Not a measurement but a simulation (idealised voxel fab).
process module | voxel self aligned vias
cross-section cut | 165 nm wide | cells 5 nm
A cross-section is a grid of square cells, given in bands from the top down. A band is one or more rows of cells.
Each band's line starts with the height of the band's top and of its bottom, in nm. Then come its materials from left to right, each with its width in nm. One material with "throughout" fills the band from edge to edge. "air" is empty space.
Height 0 is the level under which the wafer as received is all one material. The lowest band goes on downwards, as in "0 down".
A width such as "30 to 40" changes by the same amount from each row of cells to the next, from the band's top row to its bottom row.
"no change" after a step means that no cell of the cross-section changed.
closed voids: empty space of 8 cells or more with no open way to the top, each as width x height at its distance from the left edge, in nm
after a step's settings: what the simulator itself notes on the step
overlay nm, on a step with a mask: how far to the right of its planned place the mask lay; to the left if negative
plan
1 op RECEIVE | material Si
2 op CONFORMAL_DEP | material SiO2 | thk nm 15
3 op CONFORMAL_DEP | material SiCN | thk nm 5
4 op DIRECTIONAL_DEP | material lowk | thk nm 20
5 op PATTERN | tone open | mask id LINES | material resist | width nm 20 | pitch nm 60 | thk nm 15 | overlay nm 0
6 op DIRECTIONAL_ETCH | etch materials lowk | depth nm 20
7 op STRIP | etch materials resist
8 op CONFORMAL_DEP | material TiN | thk nm 5
9 op FILL_DEP | material Ru | thk nm 10
10 op CMP | height nm 40
11 op SELECTIVE_ETCH | etch materials W Ru TiN | depth nm 5
12 op FILL_DEP | material SiN | thk nm 10
13 op CMP | height nm 40
14 op DIRECTIONAL_DEP | material lowk | thk nm 20
15 op MASKED_ETCH | tone open | mask id VIAS | width nm 40 | etch materials lowk | depth nm 20 | overlay nm 0
16 op MASKED_ETCH | tone open | mask id VIAS | width nm 40 | etch materials SiN | depth nm 5 | overlay nm 0
17 op CONFORMAL_DEP | material TiN | thk nm 5
18 op FILL_DEP | material W | thk nm 10
19 op CMP | height nm 60
20 op CONFORMAL_DEP | material SiCN | thk nm 5
as received, after step 1
  0 down: Si throughout
  closed voids: none
first wafer at the end, as planned
  65 to 60: SiCN throughout
  60 to 45: lowk 30 | TiN 5 | W 30 | TiN 5 | lowk 95
  45 to 40: lowk 30 | TiN 15 | W 10 | TiN 15 | lowk 95
  40 to 35: lowk 40 | TiN 20 | lowk 40 | SiN 20 | lowk 45
  35 to 25: lowk 40 | TiN 5 | Ru 10 | TiN 5 | lowk 40 | TiN 5 | Ru 10 | TiN 5 | lowk 45
  25 to 20: lowk 40 | TiN 20 | lowk 40 | TiN 20 | lowk 45
  20 to 15: SiCN throughout
  15 to 0: SiO2 throughout
  0 down: Si throughout
  closed voids: none
second wafer at the end: like start, like plan, one mistake
  65 to 60: SiCN throughout
  60 to 45: lowk 30 | TiN 5 | W 30 | TiN 5 | lowk 95
  45 to 40: lowk 30 | TiN 40 | lowk 95
  40 to 35: SiN 30 | TiN 10 | lowk 20 | TiN 10 | SiN 30 | lowk 20 | SiN 45
  35 to 25: Ru 35 | TiN 5 | lowk 20 | TiN 5 | Ru 30 | TiN 5 | lowk 20 | TiN 5 | Ru 40
  25 to 20: TiN 40 | lowk 20 | TiN 40 | lowk 20 | TiN 45
  20 to 15: SiCN throughout
  15 to 0: SiO2 throughout
  0 down: Si throughout
  closed voids: none
what went wrong: step 5 ran as: op PATTERN | tone cover | mask id LINES | material resist | width nm 20 | pitch nm 60 | thk nm 15 | overlay nm 0
at the end the second wafer has, in cells: 34 more of Ru | 17 more of SiN | 19 more of TiN | 2 fewer of W | 68 fewer of lowk
